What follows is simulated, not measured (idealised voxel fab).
voxel self aligned vias: a process module
In the cross-section labelled cut, the width is 165 nm and each square cell is 5 nm.
Notation: cross-section as square-cell grid; stated in bands, top first, going down; one or more cell rows per band.
Quick guide to a band line: top height, bottom height (nm) up front; then every material left to right with its width in nm. Only one material and it's marked "all across"? Then it fills the band edge to edge. And "blank" just means empty space.
It should be noted that heights are counted from 0, beneath which the wafer as supplied is of one material throughout, and that the lowest band possesses no lower boundary but continues downward, as written in "top 0, no bottom".
Quick explanation for "30..40": the width changes in equal steps down the rows of cells, from the first number in the band's top row to the second number in its bottom row.
Step note "no change" = no cross-section cell changed.
The label "Closed void listing" introduces a list of the empty spaces, 8 cells or larger, that have no open way up to the top; each entry in it reads width x height at distance, where the distance is taken from the left edge and all three are stated in nm.
It should be noted that, on the line of a given step, the content following the step's settings is a remark produced by the simulator itself with respect to that step.
You can add "overlay nm" to a step's line. For a step with a mask, it describes how far the mask lay to the right of its planned position, and a negative number describes a lay to the left.

### The process steps that were planned are listed below
| 1 | RECEIVE (material Si) |
| 2 | CONFORMAL_DEP (material SiO2; thk nm 15) |
| 3 | CONFORMAL_DEP (material SiCN; thk nm 5) |
| 4 | DIRECTIONAL_DEP (material SiO2; thk nm 30) |
| 5 | PATTERN (tone open; mask id LINES; material resist; width nm 25; pitch nm 75; thk nm 20; overlay nm 0) |
| 6 | DIRECTIONAL_ETCH (etch materials SiO2; depth nm 30) |
| 7 | STRIP (etch materials resist) |
| 8 | CONFORMAL_DEP (material TiN; thk nm 5) |
| 9 | FILL_DEP (material Ru; thk nm 5) |
| 10 | CMP (height nm 50) |
| 11 | SELECTIVE_ETCH (etch materials W Ru TiN; depth nm 5) |
| 12 | FILL_DEP (material SiN; thk nm 5) |
| 13 | CMP (height nm 50) |
| 14 | DIRECTIONAL_DEP (material SiO2; thk nm 20) |
| 15 | PATTERN (tone open; mask id VIAS; material resist; width nm 45; pitch nm 75; thk nm 20; overlay nm 0) |
| 16 | DIRECTIONAL_ETCH (etch materials SiO2; depth nm 20) |
| 17 | DIRECTIONAL_ETCH (etch materials SiN; depth nm 5) |
| 18 | STRIP (etch materials resist) |
| 19 | CONFORMAL_DEP (material TiN; thk nm 5) |
| 20 | FILL_DEP (material Cu; thk nm 10) |
| 21 | CMP (height nm 70) |
| 22 | CONFORMAL_DEP (material SiN; thk nm 5) |

### Cross-section of the wafer as it came to us, i.e., already through step 1
  top 0, no bottom | Si all across
  Closed void listing: none

### Wafer at module end, in section. Began as above, planned as above, run with one mistake
  top 75, bottom 70 | SiN all across
  top 70, bottom 55 | 20 of SiO2  5 of TiN  35 of Cu  5 of TiN  30 of SiO2  5 of TiN  35 of Cu  5 of TiN  25 of SiO2
  top 55, bottom 50 | 20 of SiO2  45 of TiN  30 of SiO2  45 of TiN  25 of SiO2
  top 50, bottom 45 | SiCN all across
  top 45, bottom 0 | SiO2 all across
  top 0, no bottom | Si all across
  Closed void listing: none
Finding, execution versus plan: transposition of steps 3 and 4 relative to the planned sequence
